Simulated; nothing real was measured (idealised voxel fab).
process module | voxel trench capacitor
cross-section cut | 280 nm wide | cells 5 nm
A cross-section is a grid of square cells, given in bands from the top down. A band is one or more rows of cells.
Each band's line starts with the height of the band's top and of its bottom, in nm. Then come its materials from left to right, each with its width in nm. One material with "throughout" fills the band from edge to edge. "air" is empty space.
Height 0 is the level under which the wafer as received is all one material. The lowest band goes on downwards, as in "0 down".
A width such as "30 to 40" changes by the same amount from each row of cells to the next, from the band's top row to its bottom row.
"no change" after a step means that no cell of the cross-section changed.
closed voids: empty space of 8 cells or more with no open way to the top, each as width x height at its distance from the left edge, in nm
after a step's settings: what the simulator itself notes on the step
overlay nm, on a step with a mask: how far to the right of its planned place the mask lay; to the left if negative
plan
1 op RECEIVE | material Si
2 op CONFORMAL_DEP | material SiN | thk nm 5
3 op PATTERN | tone open | mask id TRENCH | material resist | width nm 25 | pitch nm 55 | thk nm 15 | overlay nm 0
4 op DIRECTIONAL_ETCH | etch materials SiN | depth nm 5
5 op DIRECTIONAL_ETCH | etch materials Si | depth nm 25
6 op STRIP | etch materials resist
7 op CONFORMAL_DEP | material Al2O3 | thk nm 5
8 op FILL_DEP | material polySi | thk nm 5
9 op CMP | height nm 5
as received, after step 1
  0 down: Si throughout
  closed voids: none
first wafer at the end, as planned
  5 to 0: SiN 100 | Al2O3 5 | polySi 15 | Al2O3 5 | SiN 30 | Al2O3 5 | polySi 15 | Al2O3 5 | SiN 100
  0 to -20: Si 100 | Al2O3 5 | polySi 15 | Al2O3 5 | Si 30 | Al2O3 5 | polySi 15 | Al2O3 5 | Si 100
  -20 to -25: Si 100 | Al2O3 25 | Si 30 | Al2O3 25 | Si 100
  -25 down: Si throughout
  closed voids: none
second wafer at the end: like start, like plan, one mistake
  5 to 0: SiN 95 | Al2O3 5 | polySi 15 | Al2O3 5 | SiN 30 | Al2O3 5 | polySi 15 | Al2O3 5 | SiN 105
  0 to -20: Si 95 | Al2O3 5 | polySi 15 | Al2O3 5 | Si 30 | Al2O3 5 | polySi 15 | Al2O3 5 | Si 105
  -20 to -25: Si 95 | Al2O3 25 | Si 30 | Al2O3 25 | Si 105
  -25 down: Si throughout
  closed voids: none
what went wrong: step 3 ran as: op PATTERN | tone open | mask id TRENCH | material resist | width nm 25 | pitch nm 55 | thk nm 15 | overlay nm -5
at the end the second wafer has, in cells: as many of each material as the first, in other places
